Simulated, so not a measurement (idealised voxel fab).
The name of this process module is voxel capacitor over wiring.
Each square cell in cross-section cut measures 5 nm, and the section as a whole is 240 nm wide.
This document writes a cross-section as a grid whose cells are square, and gives it as bands, listed from the top down; one or more rows of cells form a band. Heights first: top, then bottom, in nm. Then materials, left to right, each with a width in nm. "full width" on a single material: fills the band edge to edge. "air": empty space. Beneath 0, the wafer as received is one material, and that level is where height counting begins. The lowest band goes on downward without a bottom; it is written like "0..down". Quick explanation for "30..40": the width changes in equal steps down the rows of cells, from the first number in the band's top row to the second number in its bottom row. Where the words "everything unchanged" appear for a step, the cross-section shows no cell changed by that step; every cell remained as before. Under "Entrapped void list" you'll find the enclosed gaps, the ones with no way out to the top, that are 8 cells or bigger; each reads width x height at distance, with distance counted from the left edge, everything in nm. Text after the settings on a step's line: the simulator's own remark on that step. overlay nm: right-of-plan distance of the mask on a masked step; negative values mean left-of-plan.

-- This section lists the process steps that were planned
| 1 | op RECEIVE | material Si |
| 2 | op CONFORMAL_DEP | material SiO2 | thk nm 10 |
| 3 | op CONFORMAL_DEP | material SiCN | thk nm 5 |
| 4 | op DIRECTIONAL_DEP | material lowk | thk nm 15 |
| 5 | op MASKED_ETCH | tone open | mask id METAL_1 | width nm 20 | pitch nm 85 | etch materials lowk | depth nm 15 | overlay nm 0 |
| 6 | op MASKED_ETCH | tone open | mask id METAL_1 | width nm 20 | pitch nm 85 | etch materials SiCN | depth nm 5 | overlay nm 0 |
| 7 | op CONFORMAL_DEP | material TiN | thk nm 5 |
| 8 | op FILL_DEP | material Cu | thk nm 10 |
| 9 | op CMP | height nm 30 |
| 10 | op EPI | material Ru | thk nm 5 |
| 11 | op FILL_DEP | material SiCN | thk nm 5 |
| 12 | op DIRECTIONAL_DEP | material SiO2 | thk nm 10 |
| 13 | op MASKED_ETCH | tone open | mask id PLUG_1 | width nm 15 | etch materials SiO2 | depth nm 10 | overlay nm 0 |
| 14 | op MASKED_ETCH | tone open | mask id PLUG_1 | width nm 15 | etch materials SiCN | depth nm 5 | overlay nm 0 |
| 15 | op CONFORMAL_DEP | material TiN | thk nm 5 |
| 16 | op FILL_DEP | material Ru | thk nm 10 |
| 17 | op CMP | height nm 50 |
| 18 | op DIRECTIONAL_DEP | material TiN | thk nm 5 |
| 19 | op DIRECTIONAL_DEP | material Al2O3 | thk nm 5 |
| 20 | op DIRECTIONAL_DEP | material TiN | thk nm 5 |
| 21 | op PATTERN | tone cover | mask id UPPER_PLATE | material resist | width nm 70 | thk nm 20 | overlay nm 0 |
| 22 | op DIRECTIONAL_ETCH | etch materials TiN | depth nm 5 |
| 23 | op DIRECTIONAL_ETCH | etch materials Al2O3 | depth nm 5 |
| 24 | op STRIP | etch materials resist |
| 25 | op MASKED_ETCH | tone cover | mask id LOWER_PLATE | width nm 80 | etch materials TiN | depth nm 5 | overlay nm 0 |
| 26 | op FILL_DEP | material SiO2 | thk nm 20 |
| 27 | op CMP | height nm 80 |
| 28 | op PATTERN | tone open | mask id PLUG_2 | material resist | width nm 15 | thk nm 20 | overlay nm 0 |
| 29 | op DIRECTIONAL_ETCH | etch materials SiO2 | depth nm 15 |
| 30 | op STRIP | etch materials resist |
| 31 | op CONFORMAL_DEP | material TiN | thk nm 5 |
| 32 | op FILL_DEP | material Ru | thk nm 5 |
| 33 | op CMP | height nm 80 |
| 34 | op CONFORMAL_DEP | material SiN | thk nm 5 |

-- So this is the incoming wafer in cross-section - it's already been through step 1
* 0..down  Si full width
* Entrapped void list: none

-- The plan above was carried out on the starting structure above with one mistake, and this cross-section shows the wafer at the end of the module
* 85..80  SiN full width
* 80..70  80 nm SiO2, 5 nm TiN, 5 nm Ru, 5 nm TiN, 145 nm SiO2
* 70..60  80..70 nm SiO2, 15..70 nm TiN, 145..100 nm SiO2
* 60..55  70 nm SiO2, 70 nm Al2O3, 100 nm SiO2
* 55..50  65 nm SiO2, 80 nm TiN, 95 nm SiO2
* 50..40  70 nm SiO2, 5 nm TiN, 5 nm Ru, 5 nm TiN, 155 nm SiO2
* 40..35  70 nm SiCN, 15 nm TiN, 155 nm SiCN
* 35..30  55 nm SiCN, 40 nm Ru, 45 nm SiCN, 40 nm Ru, 60 nm SiCN
* 30..20  60 nm lowk, 5 nm TiN, 20 nm Cu, 5 nm TiN, 55 nm lowk, 5 nm TiN, 20 nm Cu, 5 nm TiN, 65 nm lowk
* 20..15  60 nm lowk, 10 nm TiN, 10 nm Cu, 10 nm TiN, 55 nm lowk, 10 nm TiN, 10 nm Cu, 10 nm TiN, 65 nm lowk
* 15..10  65 nm SiCN, 20 nm TiN, 65 nm SiCN, 20 nm TiN, 70 nm SiCN
* 10..0  SiO2 full width
* 0..down  Si full width
* Entrapped void list: none
It is concluded that the wafer was processed incorrectly with respect to the plan, in that rather than as planned, step 5 actually ran as op MASKED_ETCH | tone open | mask id METAL_1 | width nm 30 | pitch nm 85 | etch materials lowk | depth nm 15 | overlay nm 0
